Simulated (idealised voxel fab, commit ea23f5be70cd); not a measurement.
process module | voxel self aligned vias
We display cut, a cross-section 245 nm in width whose square cells are each 5 nm.
Think of the cross-section as a grid of square cells. We describe it in bands, top to bottom, and each band covers one or more rows of those cells.
A band entry consists of two parts. The first gives the height of the band's top and the height of its bottom, in nm. The rest lists the band's materials from left to right, each with its width in nm. A single material labelled with the word "full width" fills the band from edge to edge, and the word "blank" marks empty space.
Height is counted from the level 0, under which the received wafer is composed throughout of one material. The lowest of the bands is not closed at the bottom but continues downward, in the notation "0 down".
Read "30->40" as a graded width: first number on top, second number at the bottom, same change between each pair of neighbouring rows.
Step note "remained unchanged" = no cross-section cell changed.
Entry "Fully sealed cavities" = empty spaces >= 8 cells with no open way to the top; each as width x height at distance, distance from left edge, all nm.
That trailing text on a step's line, after the settings, is the simulator's own remark on the step.
overlay nm: right-of-plan distance of the mask on a masked step; negative values mean left-of-plan.
What follows is a series of pairs. Each pair shows a cross-section before one process step and the cross-section after it, and the after view is drawn only down to the lowest band that changed. Beneath each pair is the step that lies between the two, with its settings. Pairs may come from different runs of this module on the same starting wafer, so a pair continues from the one above it only where its entry headed "Before-step section" says so.

-- Before-step section
* 75 to 65 | aC 70, blank 35, aC 15, blank 35, aC 90
* 65 to 45 | lowk 70, blank 35, lowk 15, blank 35, lowk 90
* 45 to 40 | lowk 85, SiN 25, lowk 25, SiN 25, lowk 85
* 40 to 20 | lowk 85, TiN 5, Ru 15, TiN 5, lowk 25, TiN 5, Ru 15, TiN 5, lowk 85
* 20 to 15 | lowk 85, TiN 25, lowk 25, TiN 25, lowk 85
* 15 to 10 | SiCN full width
* 10 to 0 | SiO2 full width
* 0 down | Si full width
* Fully sealed cavities: none

-- Resulting Cross-Section
* 75 to 65 | aC 70, blank 35, aC 15, blank 35, aC 90
* 65 to 45 | lowk 70, blank 35, lowk 15, blank 35, lowk 90
* 45 to 40 | lowk 85, blank 20, SiN 5, lowk 25, blank 20, SiN 5, lowk 85
* Lower than 40, everything is as it was.
* Fully sealed cavities: none
Connecting step for the cross-sections above: DIRECTIONAL_ETCH (etch materials SiN; depth nm 5)

Before-step section: the after view from the pair directly above serves as the before view here.

-- Resulting Cross-Section
* 65 to 45 | lowk 70, blank 35, lowk 15, blank 35, lowk 90
* Lower than 45, everything is as it was.
* Fully sealed cavities: none
Connecting step for the cross-sections above: STRIP (etch materials aC)

Before-step section: the after view from the pair directly above serves as the before view here.

-- Resulting Cross-Section
* 70 to 65 | TiN 75, blank 25, TiN 25, blank 25, TiN 95
* 65 to 50 | lowk 70, TiN 5, blank 25, TiN 5, lowk 15, TiN 5, blank 25, TiN 5, lowk 90
* 50 to 45 | lowk 70, TiN 20, blank 10, TiN 5, lowk 15, TiN 20, blank 10, TiN 5, lowk 90
* 45 to 40 | lowk 85, TiN 20, SiN 5, lowk 25, TiN 20, SiN 5, lowk 85
* Lower than 40, everything is as it was.
* Fully sealed cavities: none
Connecting step for the cross-sections above: CONFORMAL_DEP (material TiN; thk nm 5)

Before-step section: the after view from the pair directly above serves as the before view here.

-- Resulting Cross-Section
* 80 to 70 | Ru full width
* 70 to 65 | TiN 75, Ru 25, TiN 25, Ru 25, TiN 95
* 65 to 50 | lowk 70, TiN 5, Ru 25, TiN 5, lowk 15, TiN 5, Ru 25, TiN 5, lowk 90
* 50 to 45 | lowk 70, TiN 20, Ru 10, TiN 5, lowk 15, TiN 20, Ru 10, TiN 5, lowk 90
* Lower than 45, everything is as it was.
* Fully sealed cavities: none
Connecting step for the cross-sections above: FILL_DEP (material Ru; thk nm 10)

Before-step section: the after view from the pair directly above serves as the before view here.

-- Resulting Cross-Section
* 65 to 50 | lowk 70, TiN 5, Ru 25, TiN 5, lowk 15, TiN 5, Ru 25, TiN 5, lowk 90
* Lower than 50, everything is as it was.
* Fully sealed cavities: none
Connecting step for the cross-sections above: CMP (height nm 65)

Before-step section: the after view from the pair directly above serves as the before view here.

-- Resulting Cross-Section
* 70 to 65 | SiCN full width
* Lower than 65, everything is as it was.
* Fully sealed cavities: none
Connecting step for the cross-sections above: CONFORMAL_DEP (material SiCN; thk nm 5)

-- Before-step section
* 65 to 50 | lowk 80, TiN 5, Ru 25, TiN 5, lowk 15, TiN 5, Ru 25, TiN 5, lowk 80
* 50 to 45 | lowk 80, TiN 10, Ru 15, TiN 10, lowk 15, TiN 10, Ru 15, TiN 10, lowk 80
* 45 to 40 | lowk 85, TiN 25, lowk 25, TiN 25, lowk 85
* 40 to 20 | lowk 85, TiN 5, Ru 15, TiN 5, lowk 25, TiN 5, Ru 15, TiN 5, lowk 85
* 20 to 15 | lowk 85, TiN 25, lowk 25, TiN 25, lowk 85
* 15 to 10 | SiCN full width
* 10 to 0 | SiO2 full width
* 0 down | Si full width
* Fully sealed cavities: none

-- Resulting Cross-Section
* 70 to 65 | SiO2 full width
* Lower than 65, everything is as it was.
* Fully sealed cavities: none
Connecting step for the cross-sections above: CONFORMAL_DEP (material SiO2; thk nm 5)

-- Before-step section
* 45 to 15 | lowk full width
* 15 to 10 | SiCN full width
* 10 to 0 | SiO2 full width
* 0 down | Si full width
* Fully sealed cavities: none

-- Resulting Cross-Section
* 45 to 15 | blank 85, lowk 25, blank 25, lowk 25, blank 85
* Lower than 15, everything is as it was.
* Fully sealed cavities: none
Connecting step for the cross-sections above: MASKED_ETCH (tone cover; mask id LINES; width nm 25; pitch nm 50; etch materials lowk; depth nm 30; overlay nm 0)

Before-step section: the after view from the pair directly above serves as the before view here.

-- Resulting Cross-Section
* 50 to 45 | blank 80, TiN 35, blank 15, TiN 35, blank 80
* 45 to 20 | blank 80, TiN 5, lowk 25, TiN 5, blank 15, TiN 5, lowk 25, TiN 5, blank 80
* 20 to 15 | TiN 85, lowk 25, TiN 25, lowk 25, TiN 85
* Lower than 15, everything is as it was.
* Fully sealed cavities: none
Connecting step for the cross-sections above: CONFORMAL_DEP (material TiN; thk nm 5)

Before-step section: the after view from the pair directly above serves as the before view here.

-- Resulting Cross-Section
* 55 to 50 | Ru full width
* 50 to 45 | Ru 80, TiN 35, Ru 15, TiN 35, Ru 80
* 45 to 20 | Ru 80, TiN 5, lowk 25, TiN 5, Ru 15, TiN 5, lowk 25, TiN 5, Ru 80
* Lower than 20, everything is as it was.
* Fully sealed cavities: none
Connecting step for the cross-sections above: FILL_DEP (material Ru; thk nm 5)

Before-step section: the after view from the pair directly above serves as the before view here.

-- Resulting Cross-Section
* 45 to 20 | Ru 80, TiN 5, lowk 25, TiN 5, Ru 15, TiN 5, lowk 25, TiN 5, Ru 80
* Lower than 20, everything is as it was.
* Fully sealed cavities: none
Connecting step for the cross-sections above: CMP (height nm 45)

Before-step section: the after view from the pair directly above serves as the before view here.

-- Resulting Cross-Section
* 45 to 40 | blank 85, lowk 25, blank 25, lowk 25, blank 85
* Lower than 40, everything is as it was.
* Fully sealed cavities: none
Connecting step for the cross-sections above: SELECTIVE_ETCH (etch materials W Ru TiN; depth nm 5)

Before-step section: the after view from the pair directly above serves as the before view here.

-- Resulting Cross-Section
* 55 to 45 | SiN full width
* 45 to 40 | SiN 85, lowk 25, SiN 25, lowk 25, SiN 85
* Lower than 40, everything is as it was.
* Fully sealed cavities: none
Connecting step for the cross-sections above: FILL_DEP (material SiN; thk nm 10)

Before-step section: the after view from the pair directly above serves as the before view here.

-- Resulting Cross-Section
* 45 to 40 | SiN 85, lowk 25, SiN 25, lowk 25, SiN 85
* Lower than 40, everything is as it was.
* Fully sealed cavities: none
Connecting step for the cross-sections above: CMP (height nm 45)

Before-step section: the after view from the pair directly above serves as the before view here.

-- Resulting Cross-Section
* 65 to 45 | lowk full width
* Lower than 45, everything is as it was.
* Fully sealed cavities: none
Connecting step for the cross-sections above: DIRECTIONAL_DEP (material lowk; thk nm 20)

Before-step section: the after view from the pair directly above serves as the before view here.

-- Resulting Cross-Section
* 75 to 65 | aC full width
* Lower than 65, everything is as it was.
* Fully sealed cavities: none
Connecting step for the cross-sections above: DIRECTIONAL_DEP (material aC; thk nm 10)

Before-step section: the after view from the pair directly above serves as the before view here.

-- Resulting Cross-Section
* 100 to 75 | resist 80, blank 35, resist 15, blank 35, resist 80
* Lower than 75, everything is as it was.
* Fully sealed cavities: none
Connecting step for the cross-sections above: PATTERN (tone open; mask id VIAS; material resist; width nm 35; pitch nm 50; thk nm 25; overlay nm 0)

Before-step section: the after view from the pair directly above serves as the before view here.

-- Resulting Cross-Section
* 90 to 75 | resist 80, blank 35, resist 15, blank 35, resist 80
* 75 to 65 | aC 80, blank 35, aC 15, blank 35, aC 80
* Lower than 65, everything is as it was.
* Fully sealed cavities: none
Connecting step for the cross-sections above: DIRECTIONAL_ETCH (etch materials aC; depth nm 10)

Before-step section: the after view from the pair directly above serves as the before view here.

-- Resulting Cross-Section
* 75 to 65 | aC 80, blank 35, aC 15, blank 35, aC 80
* Lower than 65, everything is as it was.
* Fully sealed cavities: none
Connecting step for the cross-sections above: STRIP (etch materials resist)

Before-step section: the after view from the pair directly above serves as the before view here.

-- Resulting Cross-Section
* 75 to 65 | aC 80, blank 35, aC 15, blank 35, aC 80
* 65 to 45 | lowk 80, blank 35, lowk 15, blank 35, lowk 80
* Lower than 45, everything is as it was.
* Fully sealed cavities: none
Connecting step for the cross-sections above: DIRECTIONAL_ETCH (etch materials lowk; depth nm 20)

Before-step section: the after view from the pair directly above serves as the before view here.

-- Resulting Cross-Section
* 75 to 65 | aC 80, blank 35, aC 15, blank 35, aC 80
* 65 to 45 | lowk 80, blank 35, lowk 15, blank 35, lowk 80
* 45 to 40 | SiN 80, blank 5, lowk 25, blank 5, SiN 15, blank 5, lowk 25, blank 5, SiN 80
* Lower than 40, everything is as it was.
* Fully sealed cavities: none
Connecting step for the cross-sections above: DIRECTIONAL_ETCH (etch materials SiN; depth nm 5)

Before-step section: the after view from the pair directly above serves as the before view here.

-- Resulting Cross-Section
* 65 to 45 | lowk 80, blank 35, lowk 15, blank 35, lowk 80
* Lower than 45, everything is as it was.
* Fully sealed cavities: none
Connecting step for the cross-sections above: STRIP (etch materials aC)

Before-step section: the after view from the pair directly above serves as the before view here.

-- Resulting Cross-Section
* 70 to 65 | TiN 85, blank 25, TiN 25, blank 25, TiN 85
* 65 to 50 | lowk 80, TiN 5, blank 25, TiN 5, lowk 15, TiN 5, blank 25, TiN 5, lowk 80
* 50 to 45 | lowk 80, TiN 35, lowk 15, TiN 35, lowk 80
* 45 to 40 | SiN 80, TiN 5, lowk 25, TiN 5, SiN 15, TiN 5, lowk 25, TiN 5, SiN 80
* Lower than 40, everything is as it was.
* Fully sealed cavities: none
Connecting step for the cross-sections above: CONFORMAL_DEP (material TiN; thk nm 5)

Before-step section: the after view from the pair directly above serves as the before view here.

-- Resulting Cross-Section
* 80 to 70 | Ru full width
* 70 to 65 | TiN 85, Ru 25, TiN 25, Ru 25, TiN 85
* 65 to 50 | lowk 80, TiN 5, Ru 25, TiN 5, lowk 15, TiN 5, Ru 25, TiN 5, lowk 80
* Lower than 50, everything is as it was.
* Fully sealed cavities: none
Connecting step for the cross-sections above: FILL_DEP (material Ru; thk nm 10)

Before-step section: the after view from the pair directly above serves as the before view here.

-- Resulting Cross-Section
* 65 to 50 | lowk 80, TiN 5, Ru 25, TiN 5, lowk 15, TiN 5, Ru 25, TiN 5, lowk 80
* Lower than 50, everything is as it was.
* Fully sealed cavities: none
Connecting step for the cross-sections above: CMP (height nm 65)

Before-step section: the after view from the pair directly above serves as the before view here.

-- Resulting Cross-Section
* 70 to 65 | SiCN full width
* Lower than 65, everything is as it was.
* Fully sealed cavities: none
Connecting step for the cross-sections above: CONFORMAL_DEP (material SiCN; thk nm 5)
